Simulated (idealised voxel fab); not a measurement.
process module | voxel wiring stack
cross-section cut | 140 nm wide | cells 5 nm
A cross-section is a grid of square cells, given in bands from the top down. A band is one or more rows of cells.
Each band's line starts with the height of the band's top and of its bottom, in nm. Then come its materials from left to right, each with its width in nm. One material with "throughout" fills the band from edge to edge. "air" is empty space.
Height 0 is the level under which the wafer as received is all one material. The lowest band goes on downwards, as in "0 down".
A width such as "30 to 40" changes by the same amount from each row of cells to the next, from the band's top row to its bottom row.
"no change" after a step means that no cell of the cross-section changed.
closed voids: empty space of 8 cells or more with no open way to the top, each as width x height at its distance from the left edge, in nm
after a step's settings: what the simulator itself notes on the step
overlay nm, on a step with a mask: how far to the right of its planned place the mask lay; to the left if negative
plan
1 op RECEIVE | material Si
2 op CONFORMAL_DEP | material SiO2 | thk nm 15
3 op DIRECTIONAL_DEP | material TiN | thk nm 5
4 op DIRECTIONAL_DEP | material Ru | thk nm 25
5 op MASKED_ETCH | tone cover | mask id METAL_1 | width nm 25 | pitch nm 40 | etch materials Ru | depth nm 25 | overlay nm 0
6 op MASKED_ETCH | tone cover | mask id METAL_1 | width nm 25 | pitch nm 40 | etch materials TiN | depth nm 5 | overlay nm 0
7 op FILL_DEP | material lowk | thk nm 5
8 op CMP | height nm 45
9 op CONFORMAL_DEP | material SiCN | thk nm 5
10 op DIRECTIONAL_DEP | material lowk | thk nm 20
11 op MASKED_ETCH | tone open | mask id PLUG_1 | width nm 15 | pitch nm 80 | etch materials lowk | depth nm 20 | overlay nm 0
12 op MASKED_ETCH | tone open | mask id PLUG_1 | width nm 15 | pitch nm 80 | etch materials SiCN | depth nm 5 | overlay nm 0
13 op EPI | material Ru | thk nm 10
14 op EPI | material Ru | thk nm 10
15 op EPI | material Ru | thk nm 5
16 op CONFORMAL_DEP | material SiCN | thk nm 5
17 op DIRECTIONAL_DEP | material SiO2 | thk nm 25
18 op MASKED_ETCH | tone open | mask id METAL_2 | width nm 25 | pitch nm 40 | etch materials SiO2 | depth nm 25 | overlay nm 0
19 op MASKED_ETCH | tone open | mask id METAL_2 | width nm 25 | pitch nm 40 | etch materials SiCN | depth nm 5 | overlay nm 0
20 op CONFORMAL_DEP | material TiN | thk nm 5
21 op FILL_DEP | material Cu | thk nm 5
22 op CMP | height nm 100
23 op EPI | material Ru | thk nm 5
24 op FILL_DEP | material SiCN | thk nm 5
first wafer, as planned
as received, after step 1
  0 down: Si throughout
  closed voids: none
after step 2
  15 to 0: SiO2 throughout
  below 0: unchanged
after step 3
  20 to 15: TiN throughout
  below 15: unchanged
after step 4
  45 to 20: Ru throughout
  below 20: unchanged
after step 5
  45 to 20: air 15 | Ru 25 | air 15 | Ru 25 | air 15 | Ru 25 | air 20
  below 20: unchanged
after step 6
  45 to 20: air 15 | Ru 25 | air 15 | Ru 25 | air 15 | Ru 25 | air 20
  20 to 15: air 15 | TiN 25 | air 15 | TiN 25 | air 15 | TiN 25 | air 20
  below 15: unchanged
after step 7
  50 to 45: lowk throughout
  45 to 20: lowk 15 | Ru 25 | lowk 15 | Ru 25 | lowk 15 | Ru 25 | lowk 20
  20 to 15: lowk 15 | TiN 25 | lowk 15 | TiN 25 | lowk 15 | TiN 25 | lowk 20
  below 15: unchanged
after step 8
  45 to 20: lowk 15 | Ru 25 | lowk 15 | Ru 25 | lowk 15 | Ru 25 | lowk 20
  below 20: unchanged
after step 9
  50 to 45: SiCN throughout
  below 45: unchanged
after step 10
  70 to 50: lowk throughout
  below 50: unchanged
after step 11
  70 to 50: lowk 15 | air 15 | lowk 65 | air 15 | lowk 30
  below 50: unchanged
after step 12
  70 to 50: lowk 15 | air 15 | lowk 65 | air 15 | lowk 30
  50 to 45: SiCN 15 | air 15 | SiCN 65 | air 15 | SiCN 30
  below 45: unchanged
after step 13
  70 to 55: lowk 15 | air 15 | lowk 65 | air 15 | lowk 30
  55 to 50: lowk 15 | Ru 15 | lowk 65 | Ru 15 | lowk 30
  50 to 45: SiCN 15 | Ru 15 | SiCN 65 | Ru 15 | SiCN 30
  below 45: unchanged
after step 14
  70 to 65: lowk 15 | air 15 | lowk 65 | air 15 | lowk 30
  65 to 50: lowk 15 | Ru 15 | lowk 65 | Ru 15 | lowk 30
  below 50: unchanged
after step 15
  70 to 50: lowk 15 | Ru 15 | lowk 65 | Ru 15 | lowk 30
  below 50: unchanged
after step 16
  75 to 70: SiCN throughout
  below 70: unchanged
after step 17
  100 to 75: SiO2 throughout
  below 75: unchanged
after step 18
  100 to 75: SiO2 15 | air 25 | SiO2 15 | air 25 | SiO2 15 | air 25 | SiO2 20
  below 75: unchanged
after step 19
  100 to 75: SiO2 15 | air 25 | SiO2 15 | air 25 | SiO2 15 | air 25 | SiO2 20
  75 to 70: SiCN 15 | air 25 | SiCN 15 | air 25 | SiCN 15 | air 25 | SiCN 20
  below 70: unchanged
after step 20
  105 to 100: TiN 20 | air 15 | TiN 25 | air 15 | TiN 25 | air 15 | TiN 25
  100 to 75: SiO2 15 | TiN 5 | air 15 | TiN 5 | SiO2 15 | TiN 5 | air 15 | TiN 5 | SiO2 15 | TiN 5 | air 15 | TiN 5 | SiO2 20
  75 to 70: SiCN 15 | TiN 25 | SiCN 15 | TiN 25 | SiCN 15 | TiN 25 | SiCN 20
  below 70: unchanged
after step 21
  110 to 105: Cu throughout
  105 to 100: TiN 20 | Cu 15 | TiN 25 | Cu 15 | TiN 25 | Cu 15 | TiN 25
  100 to 75: SiO2 15 | TiN 5 | Cu 15 | TiN 5 | SiO2 15 | TiN 5 | Cu 15 | TiN 5 | SiO2 15 | TiN 5 | Cu 15 | TiN 5 | SiO2 20
  below 75: unchanged
after step 22
  100 to 75: SiO2 15 | TiN 5 | Cu 15 | TiN 5 | SiO2 15 | TiN 5 | Cu 15 | TiN 5 | SiO2 15 | TiN 5 | Cu 15 | TiN 5 | SiO2 20
  below 75: unchanged
after step 23
  105 to 100: air 10 | Ru 35 | air 5 | Ru 35 | air 5 | Ru 35 | air 15
  below 100: unchanged
after step 24
  110 to 105: SiCN throughout
  105 to 100: SiCN 10 | Ru 35 | SiCN 5 | Ru 35 | SiCN 5 | Ru 35 | SiCN 15
  below 100: unchanged
second wafer: like start, like plan, one mistake. Through step 8 it matches the first wafer
when step 9 should have ended
  50 to 45: lowk throughout
  below 45: unchanged
when step 10 should have ended
  70 to 45: lowk throughout
  below 45: unchanged
when step 11 should have ended
  70 to 50: lowk 15 | air 15 | lowk 65 | air 15 | lowk 30
  below 50: unchanged
when step 12 should have ended: no change
when step 13 should have ended: no change
when step 14 should have ended: no change
when step 15 should have ended: no change
when step 16 should have ended
  75 to 70: SiCN 20 | air 5 | SiCN 75 | air 5 | SiCN 35
  70 to 55: lowk 15 | SiCN 5 | air 5 | SiCN 5 | lowk 65 | SiCN 5 | air 5 | SiCN 5 | lowk 30
  55 to 50: lowk 15 | SiCN 15 | lowk 65 | SiCN 15 | lowk 30
  below 50: unchanged
when step 17 should have ended
  100 to 80: SiO2 20 | air 5 | SiO2 75 | air 5 | SiO2 35
  80 to 75: SiO2 throughout
  75 to 70: SiCN 20 | SiO2 5 | SiCN 75 | SiO2 5 | SiCN 35
  70 to 55: lowk 15 | SiCN 5 | SiO2 5 | SiCN 5 | lowk 65 | SiCN 5 | SiO2 5 | SiCN 5 | lowk 30
  below 55: unchanged
when step 18 should have ended
  100 to 75: SiO2 15 | air 25 | SiO2 15 | air 25 | SiO2 15 | air 25 | SiO2 20
  75 to 70: SiCN 20 | air 5 | SiCN 75 | air 5 | SiCN 35
  70 to 55: lowk 15 | SiCN 5 | air 5 | SiCN 5 | lowk 65 | SiCN 5 | air 5 | SiCN 5 | lowk 30
  below 55: unchanged
when step 19 should have ended
  100 to 75: SiO2 15 | air 25 | SiO2 15 | air 25 | SiO2 15 | air 25 | SiO2 20
  75 to 70: SiCN 15 | air 25 | SiCN 15 | air 25 | SiCN 15 | air 25 | SiCN 20
  70 to 50: lowk 15 | SiCN 5 | air 5 | SiCN 5 | lowk 65 | SiCN 5 | air 5 | SiCN 5 | lowk 30
  below 50: unchanged
when step 20 should have ended
  105 to 100: TiN 20 | air 15 | TiN 25 | air 15 | TiN 25 | air 15 | TiN 25
  100 to 75: SiO2 15 | TiN 5 | air 15 | TiN 5 | SiO2 15 | TiN 5 | air 15 | TiN 5 | SiO2 15 | TiN 5 | air 15 | TiN 5 | SiO2 20
  75 to 70: SiCN 15 | TiN 25 | SiCN 15 | TiN 25 | SiCN 15 | TiN 25 | SiCN 20
  70 to 50: lowk 15 | SiCN 5 | TiN 5 | SiCN 5 | lowk 65 | SiCN 5 | TiN 5 | SiCN 5 | lowk 30
  below 50: unchanged
when step 21 should have ended
  110 to 105: Cu throughout
  105 to 100: TiN 20 | Cu 15 | TiN 25 | Cu 15 | TiN 25 | Cu 15 | TiN 25
  100 to 75: SiO2 15 | TiN 5 | Cu 15 | TiN 5 | SiO2 15 | TiN 5 | Cu 15 | TiN 5 | SiO2 15 | TiN 5 | Cu 15 | TiN 5 | SiO2 20
  below 75: unchanged
when step 22 should have ended
  100 to 75: SiO2 15 | TiN 5 | Cu 15 | TiN 5 | SiO2 15 | TiN 5 | Cu 15 | TiN 5 | SiO2 15 | TiN 5 | Cu 15 | TiN 5 | SiO2 20
  below 75: unchanged
when step 23 should have ended
  105 to 100: air 10 | Ru 35 | air 5 | Ru 35 | air 5 | Ru 35 | air 15
  below 100: unchanged
when step 24 should have ended
  110 to 105: SiCN throughout
  105 to 100: SiCN 10 | Ru 35 | SiCN 5 | Ru 35 | SiCN 5 | Ru 35 | SiCN 15
  below 100: unchanged
what went wrong: step 9 ran as: op CONFORMAL_DEP | material lowk | thk nm 5
at the end the second wafer has, in cells: 30 fewer of Ru | 6 fewer of SiCN | 8 more of TiN | 28 more of lowk
